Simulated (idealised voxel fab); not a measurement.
voxel ribs on slabs: a process module
The figure presents cross-section cut, which has a width of 170 nm and is divided into square cells with an edge length of 5 nm.
If you're reading a cross-section in this doc, picture square cells in a grid; it comes to you as bands, top ones listed first down to the bottom, and a band can be one or more rows of cells.
Band entry format. Leading values: height of top, height of bottom, nm. Remainder: materials in left-to-right order, each with its width in nm. Special words: "everywhere" on a single material, which then fills the band edge to edge; "empty", empty space.
Heights are measured from 0, the level below which the as-received wafer is all one material; the lowest band has no bottom and continues downward, written as in "from 0 down".
You'd read "30->40" like this: the band's top row of cells is as wide as the first number, its bottom row is as wide as the second, and going down, every row changes width by the same amount as the row before did.
Given "stayed the same" for a step, no cell of the cross-section differs between before and after that step.
So "Enclosed voids" is basically the list of trapped voids: any empty space of 8 cells or more that can't reach the top through an opening. They're written width x height at distance, the distance being from the left edge, and it's all nm.
It should be noted that, on the line of a given step, the content following the step's settings is a remark produced by the simulator itself with respect to that step.
The line of a step may include "overlay nm". On a step with a mask, this value is how far to the right of its planned place the mask lay. A negative value means the mask lay to the left.

Below is the list of planned process steps:
1,RECEIVE,material Si
2,DIRECTIONAL_DEP,material SiO2,thk nm 30
3,DIRECTIONAL_DEP,material polySi,thk nm 25
4,DIRECTIONAL_DEP,material aC,thk nm 10
5,PATTERN,tone cover,mask id RIB,material resist,width nm 25,thk nm 30,overlay nm 0
6,DIRECTIONAL_ETCH,etch materials aC,depth nm 10
7,STRIP,etch materials resist
8,DIRECTIONAL_ETCH,etch materials polySi,depth nm 10
9,STRIP,etch materials aC
10,MASKED_ETCH,tone cover,mask id SLAB,width nm 55,etch materials polySi,depth nm 15,overlay nm 0
11,FILL_DEP,material SiO2,thk nm 25
12,CMP,height nm 75
13,DIRECTIONAL_DEP,material W,thk nm 10
14,DIRECTIONAL_DEP,material aC,thk nm 15
15,PATTERN,tone cover,mask id HEATER,material resist,width nm 35,thk nm 30,overlay nm 0
16,DIRECTIONAL_ETCH,etch materials aC,depth nm 15
17,STRIP,etch materials resist
18,DIRECTIONAL_ETCH,etch materials W,depth nm 10
19,STRIP,etch materials aC
20,CONFORMAL_DEP,material SiO2,thk nm 5

Received-state cross-section, reflecting completion of step 1:
from 0 down | Si everywhere
Enclosed voids: none

Here's the cross-section of the first of our two wafers at the end of the module - it ran as planned:
from 90 to 85 | 60 nm empty, then 45 nm SiO2, then 65 nm empty
from 85 to 80 | 60 nm empty, then 5 nm SiO2, then 35 nm W, then 5 nm SiO2, then 65 nm empty
from 80 to 75 | 65 nm SiO2, then 35 nm W, then 70 nm SiO2
from 75 to 55 | SiO2 everywhere
from 55 to 45 | 70 nm SiO2, then 25 nm polySi, then 75 nm SiO2
from 45 to 30 | 55 nm SiO2, then 55 nm polySi, then 60 nm SiO2
from 30 to 0 | SiO2 everywhere
from 0 down | Si everywhere
Enclosed voids: none

What the second wafer looks like in cross-section once the module is done. Its start and its plan matched the first wafer's exactly; what differed was one mistake in how it was run:
from 90 to 85 | 50 nm empty, then 45 nm SiO2, then 75 nm empty
from 85 to 80 | 50 nm empty, then 5 nm SiO2, then 35 nm W, then 5 nm SiO2, then 75 nm empty
from 80 to 75 | 55 nm SiO2, then 35 nm W, then 80 nm SiO2
from 75 to 55 | SiO2 everywhere
from 55 to 45 | 70 nm SiO2, then 25 nm polySi, then 75 nm SiO2
from 45 to 30 | 55 nm SiO2, then 55 nm polySi, then 60 nm SiO2
from 30 to 0 | SiO2 everywhere
from 0 down | Si everywhere
Enclosed voids: none
The mistake made against the process plan was this: note that step 15 departed from the planned setting and was carried out as PATTERN,tone cover,mask id HEATER,material resist,width nm 35,thk nm 30,overlay nm -10
Cell counts per material: same on both final wafers. Positions: different.
